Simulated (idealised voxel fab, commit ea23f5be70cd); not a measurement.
process module | voxel self aligned vias
cross-section cut | 190 nm wide | cells 5 nm
A cross-section is a grid of square cells, given in bands from the top down. A band is one or more rows of cells.
Each band's line starts with the height of the band's top and of its bottom, in nm. Then come its materials from left to right, each with its width in nm. One material with "throughout" fills the band from edge to edge. "air" is empty space.
Height 0 is the level under which the wafer as received is all one material. The lowest band goes on downwards, as in "0 down".
A width such as "30 to 40" changes by the same amount from each row of cells to the next, from the band's top row to its bottom row.
"no change" after a step means that no cell of the cross-section changed.
closed voids: empty space of 8 cells or more with no open way to the top, each as width x height at its distance from the left edge, in nm
after a step's settings: what the simulator itself notes on the step
overlay nm, on a step with a mask: how far to the right of its planned place the mask lay; to the left if negative
plan
1 op RECEIVE | material Si
2 op CONFORMAL_DEP | material SiO2 | thk nm 15
3 op CONFORMAL_DEP | material SiCN | thk nm 5
4 op DIRECTIONAL_DEP | material SiO2 | thk nm 30
5 op PATTERN | tone open | mask id LINES | material resist | width nm 20 | pitch nm 60 | thk nm 20 | overlay nm 0
6 op DIRECTIONAL_ETCH | etch materials SiO2 | depth nm 30
7 op STRIP | etch materials resist
8 op CONFORMAL_DEP | material TiN | thk nm 5
9 op FILL_DEP | material Ru | thk nm 10
10 op CMP | height nm 50
11 op SELECTIVE_ETCH | etch materials W Ru TiN | depth nm 5
12 op FILL_DEP | material SiN | thk nm 10
13 op CMP | height nm 50
14 op DIRECTIONAL_DEP | material SiO2 | thk nm 15
15 op PATTERN | tone open | mask id VIAS | material resist | width nm 40 | thk nm 15 | overlay nm 0
16 op DIRECTIONAL_ETCH | etch materials SiO2 | depth nm 15
17 op DIRECTIONAL_ETCH | etch materials SiN | depth nm 5
18 op STRIP | etch materials resist
19 op CONFORMAL_DEP | material TiN | thk nm 5
20 op FILL_DEP | material Ru | thk nm 5
21 op CMP | height nm 65
22 op CONFORMAL_DEP | material SiN | thk nm 5
as received, after step 1
  0 down: Si throughout
  closed voids: none
first wafer at the end, as planned
  70 to 65: SiN throughout
  65 to 55: SiO2 45 | TiN 5 | Ru 30 | TiN 5 | SiO2 105
  55 to 50: SiO2 45 | TiN 15 | Ru 10 | TiN 15 | SiO2 105
  50 to 45: SiO2 55 | TiN 20 | SiO2 40 | SiN 20 | SiO2 55
  45 to 25: SiO2 55 | TiN 5 | Ru 10 | TiN 5 | SiO2 40 | TiN 5 | Ru 10 | TiN 5 | SiO2 55
  25 to 20: SiO2 55 | TiN 20 | SiO2 40 | TiN 20 | SiO2 55
  20 to 15: SiCN throughout
  15 to 0: SiO2 throughout
  0 down: Si throughout
  closed voids: none
second wafer at the end: like start, like plan, one mistake
  70 to 65: SiN throughout
  65 to 50: SiO2 45 | TiN 5 | Ru 30 | TiN 5 | SiO2 105
  50 to 45: SiN 45 | TiN 40 | SiN 105
  45 to 40: TiN 60 | Ru 10 | TiN 50 | Ru 10 | TiN 60
  40 to 15: SiO2 55 | TiN 5 | Ru 10 | TiN 5 | SiO2 40 | TiN 5 | Ru 10 | TiN 5 | SiO2 55
  15 to 10: SiO2 55 | TiN 20 | SiO2 40 | TiN 20 | SiO2 55
  10 to 5: SiCN throughout
  5 to 0: SiO2 throughout
  0 down: Si throughout
  closed voids: none
what went wrong: step 2 ran as: op CONFORMAL_DEP | material SiO2 | thk nm 5
at the end the second wafer has, in cells: 12 more of Ru | 26 more of SiN | 76 fewer of SiO2 | 38 more of TiN
